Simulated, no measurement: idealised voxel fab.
process module | voxel transistor to metal
cross-section cut | 285 nm wide | cells 5 nm
A cross-section is a grid of square cells, given in bands from the top down. A band is one or more rows of cells.
Each band's line starts with the height of the band's top and of its bottom, in nm. Then come its materials from left to right, each with its width in nm. One material with "throughout" fills the band from edge to edge. "air" is empty space.
Height 0 is the level under which the wafer as received is all one material. The lowest band goes on downwards, as in "0 down".
A width such as "30 to 40" changes by the same amount from each row of cells to the next, from the band's top row to its bottom row.
"no change" after a step means that no cell of the cross-section changed.
closed voids: empty space of 8 cells or more with no open way to the top, each as width x height at its distance from the left edge, in nm
after a step's settings: what the simulator itself notes on the step
overlay nm, on a step with a mask: how far to the right of its planned place the mask lay; to the left if negative
plan
1 op RECEIVE | material Si
2 op OXIDIZE | depth nm 5
3 op CONFORMAL_DEP | material SiN | thk nm 10
4 op PATTERN | tone cover | mask id ACTIVE | material resist | width nm 110 | pitch nm 135 | thk nm 20 | overlay nm 0
5 op DIRECTIONAL_ETCH | etch materials SiN | depth nm 10
6 op DIRECTIONAL_ETCH | etch materials SiO2 | depth nm 5
7 op DIRECTIONAL_ETCH | etch materials Si | depth nm 30
8 op STRIP | etch materials resist
9 op OXIDIZE | depth nm 5
10 op FILL_DEP | material SiO2 | thk nm 10
11 op CMP | height nm 10
12 op SELECTIVE_ETCH | etch materials SiO2 | depth nm 10
13 op STRIP | etch materials SiN
14 op SELECTIVE_ETCH | etch materials SiO2 | depth nm 5
15 op OXIDIZE | depth nm 5
16 op DIRECTIONAL_DEP | material polySi | thk nm 30
17 op DIRECTIONAL_DEP | material SiCN | thk nm 15
18 op PATTERN | tone cover | mask id GATE | material resist | width nm 30 | pitch nm 135 | thk nm 20 | overlay nm 0
19 op DIRECTIONAL_ETCH | etch materials SiCN | depth nm 25
20 op DIRECTIONAL_ETCH | etch materials polySi | depth nm 40
21 op STRIP | etch materials resist
22 op CONFORMAL_DEP | material SiO2 | thk nm 5
23 op DIRECTIONAL_ETCH | etch materials SiO2 | depth nm 5
24 op CONFORMAL_DEP | material SiN | thk nm 10
25 op DIRECTIONAL_ETCH | etch materials SiN | depth nm 10
26 op DIRECTIONAL_ETCH | etch materials SiO2 | depth nm 5
27 op DIRECTIONAL_ETCH | etch materials Si | depth nm 10
28 op EPI | material pSi | thk nm 10
29 op FILL_DEP | material SiO2 | thk nm 5
30 op CMP | height nm 25
31 op STRIP | etch materials polySi
32 op SELECTIVE_ETCH | etch materials SiO2 | depth nm 5
33 op CONFORMAL_DEP | material HfO2 | thk nm 5
34 op CONFORMAL_DEP | material TiN | thk nm 5
35 op FILL_DEP | material W | thk nm 10
36 op CMP | height nm 20
37 op DIRECTIONAL_DEP | material SiO2 | thk nm 10
38 op MASKED_ETCH | tone open | mask id CONTACT | width nm 15 | etch materials SiO2 | depth nm 40 | overlay nm 0
39 op CONFORMAL_DEP | material TiN | thk nm 5
40 op FILL_DEP | material Ru | thk nm 10
41 op CMP | height nm 30
42 op CONFORMAL_DEP | material SiN | thk nm 5
43 op DIRECTIONAL_DEP | material lowk | thk nm 20
44 op MASKED_ETCH | tone open | mask id METAL_1 | width nm 15 | etch materials lowk | depth nm 20 | overlay nm 0
45 op MASKED_ETCH | tone open | mask id METAL_1 | width nm 15 | etch materials SiN | depth nm 5 | overlay nm 0
46 op CONFORMAL_DEP | material TiN | thk nm 5
47 op FILL_DEP | material Ru | thk nm 10
48 op CMP | height nm 55
49 op CONFORMAL_DEP | material SiCN | thk nm 5
50 op DIRECTIONAL_DEP | material lowk | thk nm 30
51 op PATTERN | tone open | mask id METAL_2 | material resist | width nm 15 | pitch nm 135 | thk nm 15 | overlay nm 0
52 op DIRECTIONAL_ETCH | etch materials lowk | depth nm 20
53 op STRIP | etch materials resist
54 op MASKED_ETCH | tone open | mask id METAL_2_HOLES | width nm 15 | pitch nm 135 | etch materials lowk | depth nm 10 | overlay nm 0
55 op MASKED_ETCH | tone open | mask id METAL_2_HOLES | width nm 15 | pitch nm 135 | etch materials SiCN | depth nm 5 | overlay nm 0
56 op CONFORMAL_DEP | material TiN | thk nm 5
57 op FILL_DEP | material Cu | thk nm 10
58 op CMP | height nm 90
59 op CONFORMAL_DEP | material SiCN | thk nm 5
first wafer, as planned
as received, after step 1
  0 down: Si throughout
  closed voids: none
after step 2
  0 to -5: SiO2 throughout
  below -5: unchanged
after step 3
  10 to 0: SiN throughout
  below 0: unchanged
after step 4
  30 to 10: air 20 | resist 110 | air 25 | resist 110 | air 20
  below 10: unchanged
after step 5
  30 to 10: air 20 | resist 110 | air 25 | resist 110 | air 20
  10 to 0: air 20 | SiN 110 | air 25 | SiN 110 | air 20
  below 0: unchanged
after step 6
  30 to 10: air 20 | resist 110 | air 25 | resist 110 | air 20
  10 to 0: air 20 | SiN 110 | air 25 | SiN 110 | air 20
  0 to -5: air 20 | SiO2 110 | air 25 | SiO2 110 | air 20
  below -5: unchanged
after step 7
  30 to 10: air 20 | resist 110 | air 25 | resist 110 | air 20
  10 to 0: air 20 | SiN 110 | air 25 | SiN 110 | air 20
  0 to -5: air 20 | SiO2 110 | air 25 | SiO2 110 | air 20
  -5 to -35: air 20 | Si 110 | air 25 | Si 110 | air 20
  below -35: unchanged
after step 8
  10 to 0: air 20 | SiN 110 | air 25 | SiN 110 | air 20
  below 0: unchanged
after step 9
  10 to 0: air 20 | SiN 110 | air 25 | SiN 110 | air 20
  0 to -5: air 20 | SiO2 110 | air 25 | SiO2 110 | air 20
  -5 to -35: air 20 | SiO2 5 | Si 100 | SiO2 5 | air 25 | SiO2 5 | Si 100 | SiO2 5 | air 20
  -35 to -40: SiO2 25 | Si 100 | SiO2 35 | Si 100 | SiO2 25
  below -40: unchanged
after step 10
  20 to 10: SiO2 throughout
  10 to 0: SiO2 20 | SiN 110 | SiO2 25 | SiN 110 | SiO2 20
  0 to -5: SiO2 throughout
  -5 to -40: SiO2 25 | Si 100 | SiO2 35 | Si 100 | SiO2 25
  below -40: unchanged
after step 11
  10 to 0: SiO2 20 | SiN 110 | SiO2 25 | SiN 110 | SiO2 20
  below 0: unchanged
after step 12
  10 to 0: air 20 | SiN 110 | air 25 | SiN 110 | air 20
  below 0: unchanged
after step 13
  0 to -5: SiO2 throughout
  below -5: unchanged
after step 14
  -5 to -40: SiO2 25 | Si 100 | SiO2 35 | Si 100 | SiO2 25
  below -40: unchanged
after step 15
  -5 to -10: SiO2 throughout
  below -10: unchanged
after step 16
  25 to -5: polySi throughout
  below -5: unchanged
after step 17
  40 to 25: SiCN throughout
  below 25: unchanged
after step 18
  60 to 40: air 60 | resist 30 | air 105 | resist 30 | air 60
  below 40: unchanged
after step 19
  60 to 40: air 60 | resist 30 | air 105 | resist 30 | air 60
  40 to 25: air 60 | SiCN 30 | air 105 | SiCN 30 | air 60
  below 25: unchanged
after step 20
  60 to 40: air 60 | resist 30 | air 105 | resist 30 | air 60
  40 to 25: air 60 | SiCN 30 | air 105 | SiCN 30 | air 60
  25 to -5: air 60 | polySi 30 | air 105 | polySi 30 | air 60
  below -5: unchanged
after step 21
  40 to 25: air 60 | SiCN 30 | air 105 | SiCN 30 | air 60
  below 25: unchanged
after step 22
  45 to 40: air 55 | SiO2 40 | air 95 | SiO2 40 | air 55
  40 to 25: air 55 | SiO2 5 | SiCN 30 | SiO2 5 | air 95 | SiO2 5 | SiCN 30 | SiO2 5 | air 55
  25 to 0: air 55 | SiO2 5 | polySi 30 | SiO2 5 | air 95 | SiO2 5 | polySi 30 | SiO2 5 | air 55
  0 to -5: SiO2 60 | polySi 30 | SiO2 105 | polySi 30 | SiO2 60
  below -5: unchanged
after step 23
  40 to 25: air 55 | SiO2 5 | SiCN 30 | SiO2 5 | air 95 | SiO2 5 | SiCN 30 | SiO2 5 | air 55
  25 to -5: air 55 | SiO2 5 | polySi 30 | SiO2 5 | air 95 | SiO2 5 | polySi 30 | SiO2 5 | air 55
  below -5: unchanged
after step 24
  50 to 40: air 45 | SiN 60 | air 75 | SiN 60 | air 45
  40 to 25: air 45 | SiN 10 | SiO2 5 | SiCN 30 | SiO2 5 | SiN 10 | air 75 | SiN 10 | SiO2 5 | SiCN 30 | SiO2 5 | SiN 10 | air 45
  25 to 5: air 45 | SiN 10 | SiO2 5 | polySi 30 | SiO2 5 | SiN 10 | air 75 | SiN 10 | SiO2 5 | polySi 30 | SiO2 5 | SiN 10 | air 45
  5 to -5: SiN 55 | SiO2 5 | polySi 30 | SiO2 5 | SiN 95 | SiO2 5 | polySi 30 | SiO2 5 | SiN 55
  below -5: unchanged
after step 25
  40 to 25: air 45 | SiN 10 | SiO2 5 | SiCN 30 | SiO2 5 | SiN 10 | air 75 | SiN 10 | SiO2 5 | SiCN 30 | SiO2 5 | SiN 10 | air 45
  25 to -5: air 45 | SiN 10 | SiO2 5 | polySi 30 | SiO2 5 | SiN 10 | air 75 | SiN 10 | SiO2 5 | polySi 30 | SiO2 5 | SiN 10 | air 45
  below -5: unchanged
after step 26
  40 to 35: air 45 | SiN 10 | air 5 | SiCN 30 | air 5 | SiN 10 | air 75 | SiN 10 | air 5 | SiCN 30 | air 5 | SiN 10 | air 45
  35 to 25: air 45 | SiN 10 | SiO2 5 | SiCN 30 | SiO2 5 | SiN 10 | air 75 | SiN 10 | SiO2 5 | SiCN 30 | SiO2 5 | SiN 10 | air 45
  25 to -5: air 45 | SiN 10 | SiO2 5 | polySi 30 | SiO2 5 | SiN 10 | air 75 | SiN 10 | SiO2 5 | polySi 30 | SiO2 5 | SiN 10 | air 45
  -5 to -10: air 45 | SiO2 60 | air 75 | SiO2 60 | air 45
  below -10: unchanged
after step 27
  40 to 35: air 45 | SiN 10 | air 5 | SiCN 30 | air 5 | SiN 10 | air 75 | SiN 10 | air 5 | SiCN 30 | air 5 | SiN 10 | air 45
  35 to 25: air 45 | SiN 10 | SiO2 5 | SiCN 30 | SiO2 5 | SiN 10 | air 75 | SiN 10 | SiO2 5 | SiCN 30 | SiO2 5 | SiN 10 | air 45
  25 to -5: air 45 | SiN 10 | SiO2 5 | polySi 30 | SiO2 5 | SiN 10 | air 75 | SiN 10 | SiO2 5 | polySi 30 | SiO2 5 | SiN 10 | air 45
  -5 to -10: air 45 | SiO2 60 | air 75 | SiO2 60 | air 45
  -10 to -20: SiO2 25 | air 20 | Si 60 | air 20 | SiO2 35 | air 20 | Si 60 | air 20 | SiO2 25
  below -20: unchanged
after step 28
  40 to 35: air 45 | SiN 10 | air 5 | SiCN 30 | air 5 | SiN 10 | air 75 | SiN 10 | air 5 | SiCN 30 | air 5 | SiN 10 | air 45
  35 to 25: air 45 | SiN 10 | SiO2 5 | SiCN 30 | SiO2 5 | SiN 10 | air 75 | SiN 10 | SiO2 5 | SiCN 30 | SiO2 5 | SiN 10 | air 45
  25 to 0: air 45 | SiN 10 | SiO2 5 | polySi 30 | SiO2 5 | SiN 10 | air 75 | SiN 10 | SiO2 5 | polySi 30 | SiO2 5 | SiN 10 | air 45
  0 to -5: air 35 | pSi 10 | SiN 10 | SiO2 5 | polySi 30 | SiO2 5 | SiN 10 | pSi 10 | air 55 | pSi 10 | SiN 10 | SiO2 5 | polySi 30 | SiO2 5 | SiN 10 | pSi 10 | air 35
  -5 to -10: air 35 | pSi 10 | SiO2 60 | pSi 10 | air 55 | pSi 10 | SiO2 60 | pSi 10 | air 35
  -10 to -20: SiO2 25 | pSi 20 | Si 60 | pSi 20 | SiO2 35 | pSi 20 | Si 60 | pSi 20 | SiO2 25
  below -20: unchanged
after step 29
  45 to 40: SiO2 throughout
  40 to 25: SiO2 45 | SiN 10 | SiO2 5 | SiCN 30 | SiO2 5 | SiN 10 | SiO2 75 | SiN 10 | SiO2 5 | SiCN 30 | SiO2 5 | SiN 10 | SiO2 45
  25 to 0: SiO2 45 | SiN 10 | SiO2 5 | polySi 30 | SiO2 5 | SiN 10 | SiO2 75 | SiN 10 | SiO2 5 | polySi 30 | SiO2 5 | SiN 10 | SiO2 45
  0 to -5: SiO2 35 | pSi 10 | SiN 10 | SiO2 5 | polySi 30 | SiO2 5 | SiN 10 | pSi 10 | SiO2 55 | pSi 10 | SiN 10 | SiO2 5 | polySi 30 | SiO2 5 | SiN 10 | pSi 10 | SiO2 35
  -5 to -10: SiO2 35 | pSi 10 | SiO2 60 | pSi 10 | SiO2 55 | pSi 10 | SiO2 60 | pSi 10 | SiO2 35
  below -10: unchanged
after step 30
  25 to 0: SiO2 45 | SiN 10 | SiO2 5 | polySi 30 | SiO2 5 | SiN 10 | SiO2 75 | SiN 10 | SiO2 5 | polySi 30 | SiO2 5 | SiN 10 | SiO2 45
  below 0: unchanged
after step 31
  25 to 0: SiO2 45 | SiN 10 | SiO2 5 | air 30 | SiO2 5 | SiN 10 | SiO2 75 | SiN 10 | SiO2 5 | air 30 | SiO2 5 | SiN 10 | SiO2 45
  0 to -5: SiO2 35 | pSi 10 | SiN 10 | SiO2 5 | air 30 | SiO2 5 | SiN 10 | pSi 10 | SiO2 55 | pSi 10 | SiN 10 | SiO2 5 | air 30 | SiO2 5 | SiN 10 | pSi 10 | SiO2 35
  below -5: unchanged
after step 32
  25 to 20: air 45 | SiN 10 | air 40 | SiN 10 | air 75 | SiN 10 | air 40 | SiN 10 | air 45
  20 to 0: SiO2 45 | SiN 10 | air 40 | SiN 10 | SiO2 75 | SiN 10 | air 40 | SiN 10 | SiO2 45
  0 to -5: SiO2 35 | pSi 10 | SiN 10 | air 40 | SiN 10 | pSi 10 | SiO2 55 | pSi 10 | SiN 10 | air 40 | SiN 10 | pSi 10 | SiO2 35
  -5 to -10: SiO2 35 | pSi 10 | SiO2 10 | air 40 | SiO2 10 | pSi 10 | SiO2 55 | pSi 10 | SiO2 10 | air 40 | SiO2 10 | pSi 10 | SiO2 35
  below -10: unchanged
after step 33
  30 to 25: air 40 | HfO2 20 | air 30 | HfO2 20 | air 65 | HfO2 20 | air 30 | HfO2 20 | air 40
  25 to 20: HfO2 45 | SiN 10 | HfO2 5 | air 30 | HfO2 5 | SiN 10 | HfO2 75 | SiN 10 | HfO2 5 | air 30 | HfO2 5 | SiN 10 | HfO2 45
  20 to 0: SiO2 45 | SiN 10 | HfO2 5 | air 30 | HfO2 5 | SiN 10 | SiO2 75 | SiN 10 | HfO2 5 | air 30 | HfO2 5 | SiN 10 | SiO2 45
  0 to -5: SiO2 35 | pSi 10 | SiN 10 | HfO2 5 | air 30 | HfO2 5 | SiN 10 | pSi 10 | SiO2 55 | pSi 10 | SiN 10 | HfO2 5 | air 30 | HfO2 5 | SiN 10 | pSi 10 | SiO2 35
  -5 to -10: SiO2 35 | pSi 10 | SiO2 10 | HfO2 40 | SiO2 10 | pSi 10 | SiO2 55 | pSi 10 | SiO2 10 | HfO2 40 | SiO2 10 | pSi 10 | SiO2 35
  below -10: unchanged
after step 34
  35 to 30: air 35 | TiN 30 | air 20 | TiN 30 | air 55 | TiN 30 | air 20 | TiN 30 | air 35
  30 to 25: TiN 40 | HfO2 20 | TiN 5 | air 20 | TiN 5 | HfO2 20 | TiN 65 | HfO2 20 | TiN 5 | air 20 | TiN 5 | HfO2 20 | TiN 40
  25 to 20: HfO2 45 | SiN 10 | HfO2 5 | TiN 5 | air 20 | TiN 5 | HfO2 5 | SiN 10 | HfO2 75 | SiN 10 | HfO2 5 | TiN 5 | air 20 | TiN 5 | HfO2 5 | SiN 10 | HfO2 45
  20 to 0: SiO2 45 | SiN 10 | HfO2 5 | TiN 5 | air 20 | TiN 5 | HfO2 5 | SiN 10 | SiO2 75 | SiN 10 | HfO2 5 | TiN 5 | air 20 | TiN 5 | HfO2 5 | SiN 10 | SiO2 45
  0 to -5: SiO2 35 | pSi 10 | SiN 10 | HfO2 5 | TiN 30 | HfO2 5 | SiN 10 | pSi 10 | SiO2 55 | pSi 10 | SiN 10 | HfO2 5 | TiN 30 | HfO2 5 | SiN 10 | pSi 10 | SiO2 35
  below -5: unchanged
after step 35
  45 to 35: W throughout
  35 to 30: W 35 | TiN 30 | W 20 | TiN 30 | W 55 | TiN 30 | W 20 | TiN 30 | W 35
  30 to 25: TiN 40 | HfO2 20 | TiN 5 | W 20 | TiN 5 | HfO2 20 | TiN 65 | HfO2 20 | TiN 5 | W 20 | TiN 5 | HfO2 20 | TiN 40
  25 to 20: HfO2 45 | SiN 10 | HfO2 5 | TiN 5 | W 20 | TiN 5 | HfO2 5 | SiN 10 | HfO2 75 | SiN 10 | HfO2 5 | TiN 5 | W 20 | TiN 5 | HfO2 5 | SiN 10 | HfO2 45
  20 to 0: SiO2 45 | SiN 10 | HfO2 5 | TiN 5 | W 20 | TiN 5 | HfO2 5 | SiN 10 | SiO2 75 | SiN 10 | HfO2 5 | TiN 5 | W 20 | TiN 5 | HfO2 5 | SiN 10 | SiO2 45
  below 0: unchanged
after step 36
  20 to 0: SiO2 45 | SiN 10 | HfO2 5 | TiN 5 | W 20 | TiN 5 | HfO2 5 | SiN 10 | SiO2 75 | SiN 10 | HfO2 5 | TiN 5 | W 20 | TiN 5 | HfO2 5 | SiN 10 | SiO2 45
  below 0: unchanged
after step 37
  30 to 20: SiO2 throughout
  below 20: unchanged
after step 38
  30 to 20: SiO2 30 | air 15 | SiO2 60 | air 15 | SiO2 45 | air 15 | SiO2 60 | air 15 | SiO2 30
  20 to 0: SiO2 30 | air 15 | SiN 10 | HfO2 5 | TiN 5 | W 20 | TiN 5 | HfO2 5 | SiN 10 | air 15 | SiO2 45 | air 15 | SiN 10 | HfO2 5 | TiN 5 | W 20 | TiN 5 | HfO2 5 | SiN 10 | air 15 | SiO2 30
  0 to -5: SiO2 30 | air 5 | pSi 10 | SiN 10 | HfO2 5 | TiN 30 | HfO2 5 | SiN 10 | pSi 10 | air 5 | SiO2 45 | air 5 | pSi 10 | SiN 10 | HfO2 5 | TiN 30 | HfO2 5 | SiN 10 | pSi 10 | air 5 | SiO2 30
  -5 to -10: SiO2 30 | air 5 | pSi 10 | SiO2 10 | HfO2 40 | SiO2 10 | pSi 10 | air 5 | SiO2 45 | air 5 | pSi 10 | SiO2 10 | HfO2 40 | SiO2 10 | pSi 10 | air 5 | SiO2 30
  below -10: unchanged
after step 39
  35 to 30: TiN 35 | air 5 | TiN 70 | air 5 | TiN 55 | air 5 | TiN 70 | air 5 | TiN 35
  30 to 20: SiO2 30 | TiN 5 | air 5 | TiN 5 | SiO2 60 | TiN 5 | air 5 | TiN 5 | SiO2 45 | TiN 5 | air 5 | TiN 5 | SiO2 60 | TiN 5 | air 5 | TiN 5 | SiO2 30
  20 to 5: SiO2 30 | TiN 5 | air 5 | TiN 5 | SiN 10 | HfO2 5 | TiN 5 | W 20 | TiN 5 | HfO2 5 | SiN 10 | TiN 5 | air 5 | TiN 5 | SiO2 45 | TiN 5 | air 5 | TiN 5 | SiN 10 | HfO2 5 | TiN 5 | W 20 | TiN 5 | HfO2 5 | SiN 10 | TiN 5 | air 5 | TiN 5 | SiO2 30
  5 to 0: SiO2 30 | TiN 15 | SiN 10 | HfO2 5 | TiN 5 | W 20 | TiN 5 | HfO2 5 | SiN 10 | TiN 15 | SiO2 45 | TiN 15 | SiN 10 | HfO2 5 | TiN 5 | W 20 | TiN 5 | HfO2 5 | SiN 10 | TiN 15 | SiO2 30
  0 to -5: SiO2 30 | TiN 5 | pSi 10 | SiN 10 | HfO2 5 | TiN 30 | HfO2 5 | SiN 10 | pSi 10 | TiN 5 | SiO2 45 | TiN 5 | pSi 10 | SiN 10 | HfO2 5 | TiN 30 | HfO2 5 | SiN 10 | pSi 10 | TiN 5 | SiO2 30
  -5 to -10: SiO2 30 | TiN 5 | pSi 10 | SiO2 10 | HfO2 40 | SiO2 10 | pSi 10 | TiN 5 | SiO2 45 | TiN 5 | pSi 10 | SiO2 10 | HfO2 40 | SiO2 10 | pSi 10 | TiN 5 | SiO2 30
  below -10: unchanged
after step 40
  45 to 35: Ru throughout
  35 to 30: TiN 35 | Ru 5 | TiN 70 | Ru 5 | TiN 55 | Ru 5 | TiN 70 | Ru 5 | TiN 35
  30 to 20: SiO2 30 | TiN 5 | Ru 5 | TiN 5 | SiO2 60 | TiN 5 | Ru 5 | TiN 5 | SiO2 45 | TiN 5 | Ru 5 | TiN 5 | SiO2 60 | TiN 5 | Ru 5 | TiN 5 | SiO2 30
  20 to 5: SiO2 30 | TiN 5 | Ru 5 | TiN 5 | SiN 10 | HfO2 5 | TiN 5 | W 20 | TiN 5 | HfO2 5 | SiN 10 | TiN 5 | Ru 5 | TiN 5 | SiO2 45 | TiN 5 | Ru 5 | TiN 5 | SiN 10 | HfO2 5 | TiN 5 | W 20 | TiN 5 | HfO2 5 | SiN 10 | TiN 5 | Ru 5 | TiN 5 | SiO2 30
  below 5: unchanged
after step 41
  30 to 20: SiO2 30 | TiN 5 | Ru 5 | TiN 5 | SiO2 60 | TiN 5 | Ru 5 | TiN 5 | SiO2 45 | TiN 5 | Ru 5 | TiN 5 | SiO2 60 | TiN 5 | Ru 5 | TiN 5 | SiO2 30
  below 20: unchanged
after step 42
  35 to 30: SiN throughout
  below 30: unchanged
after step 43
  55 to 35: lowk throughout
  below 35: unchanged
after step 44
  55 to 35: lowk 30 | air 15 | lowk 60 | air 15 | lowk 45 | air 15 | lowk 60 | air 15 | lowk 30
  below 35: unchanged
after step 45
  55 to 35: lowk 30 | air 15 | lowk 60 | air 15 | lowk 45 | air 15 | lowk 60 | air 15 | lowk 30
  35 to 30: SiN 30 | air 15 | SiN 60 | air 15 | SiN 45 | air 15 | SiN 60 | air 15 | SiN 30
  below 30: unchanged
after step 46
  60 to 55: TiN 35 | air 5 | TiN 70 | air 5 | TiN 55 | air 5 | TiN 70 | air 5 | TiN 35
  55 to 35: lowk 30 | TiN 5 | air 5 | TiN 5 | lowk 60 | TiN 5 | air 5 | TiN 5 | lowk 45 | TiN 5 | air 5 | TiN 5 | lowk 60 | TiN 5 | air 5 | TiN 5 | lowk 30
  35 to 30: SiN 30 | TiN 15 | SiN 60 | TiN 15 | SiN 45 | TiN 15 | SiN 60 | TiN 15 | SiN 30
  below 30: unchanged
after step 47
  70 to 60: Ru throughout
  60 to 55: TiN 35 | Ru 5 | TiN 70 | Ru 5 | TiN 55 | Ru 5 | TiN 70 | Ru 5 | TiN 35
  55 to 35: lowk 30 | TiN 5 | Ru 5 | TiN 5 | lowk 60 | TiN 5 | Ru 5 | TiN 5 | lowk 45 | TiN 5 | Ru 5 | TiN 5 | lowk 60 | TiN 5 | Ru 5 | TiN 5 | lowk 30
  below 35: unchanged
after step 48
  55 to 35: lowk 30 | TiN 5 | Ru 5 | TiN 5 | lowk 60 | TiN 5 | Ru 5 | TiN 5 | lowk 45 | TiN 5 | Ru 5 | TiN 5 | lowk 60 | TiN 5 | Ru 5 | TiN 5 | lowk 30
  below 35: unchanged
after step 49
  60 to 55: SiCN throughout
  below 55: unchanged
after step 50
  90 to 60: lowk throughout
  below 60: unchanged
after step 51
  105 to 90: resist 30 | air 15 | resist 120 | air 15 | resist 105
  below 90: unchanged
after step 52
  105 to 90: resist 30 | air 15 | resist 120 | air 15 | resist 105
  90 to 70: lowk 30 | air 15 | lowk 120 | air 15 | lowk 105
  below 70: unchanged
after step 53
  90 to 70: lowk 30 | air 15 | lowk 120 | air 15 | lowk 105
  below 70: unchanged
after step 54
  90 to 60: lowk 30 | air 15 | lowk 120 | air 15 | lowk 105
  below 60: unchanged
after step 55
  90 to 60: lowk 30 | air 15 | lowk 120 | air 15 | lowk 105
  60 to 55: SiCN 30 | air 15 | SiCN 120 | air 15 | SiCN 105
  below 55: unchanged
after step 56
  95 to 90: TiN 35 | air 5 | TiN 130 | air 5 | TiN 110
  90 to 60: lowk 30 | TiN 5 | air 5 | TiN 5 | lowk 120 | TiN 5 | air 5 | TiN 5 | lowk 105
  60 to 55: SiCN 30 | TiN 15 | SiCN 120 | TiN 15 | SiCN 105
  below 55: unchanged
after step 57
  105 to 95: Cu throughout
  95 to 90: TiN 35 | Cu 5 | TiN 130 | Cu 5 | TiN 110
  90 to 60: lowk 30 | TiN 5 | Cu 5 | TiN 5 | lowk 120 | TiN 5 | Cu 5 | TiN 5 | lowk 105
  below 60: unchanged
after step 58
  90 to 60: lowk 30 | TiN 5 | Cu 5 | TiN 5 | lowk 120 | TiN 5 | Cu 5 | TiN 5 | lowk 105
  below 60: unchanged
after step 59
  95 to 90: SiCN throughout
  below 90: unchanged
second wafer: like start, like plan, one mistake. Through step 49 it matches the first wafer
when step 50 should have ended
  120 to 60: lowk throughout
  below 60: unchanged
when step 51 should have ended
  135 to 120: resist 30 | air 15 | resist 120 | air 15 | resist 105
  below 120: unchanged
when step 52 should have ended
  135 to 120: resist 30 | air 15 | resist 120 | air 15 | resist 105
  120 to 100: lowk 30 | air 15 | lowk 120 | air 15 | lowk 105
  below 100: unchanged
when step 53 should have ended
  120 to 100: lowk 30 | air 15 | lowk 120 | air 15 | lowk 105
  below 100: unchanged
when step 54 should have ended
  120 to 90: lowk 30 | air 15 | lowk 120 | air 15 | lowk 105
  below 90: unchanged
when step 55 should have ended: no change
when step 56 should have ended
  125 to 120: TiN 35 | air 5 | TiN 130 | air 5 | TiN 110
  120 to 95: lowk 30 | TiN 5 | air 5 | TiN 5 | lowk 120 | TiN 5 | air 5 | TiN 5 | lowk 105
  95 to 90: lowk 30 | TiN 15 | lowk 120 | TiN 15 | lowk 105
  below 90: unchanged
when step 57 should have ended
  135 to 125: Cu throughout
  125 to 120: TiN 35 | Cu 5 | TiN 130 | Cu 5 | TiN 110
  120 to 95: lowk 30 | TiN 5 | Cu 5 | TiN 5 | lowk 120 | TiN 5 | Cu 5 | TiN 5 | lowk 105
  below 95: unchanged
when step 58 should have ended
  90 to 60: lowk throughout
  below 60: unchanged
when step 59 should have ended
  95 to 90: SiCN throughout
  below 90: unchanged
what went wrong: step 50 was run twice
at the end the second wafer has, in cells: 12 fewer of Cu | 6 more of SiCN | 30 fewer of TiN | 36 more of lowk
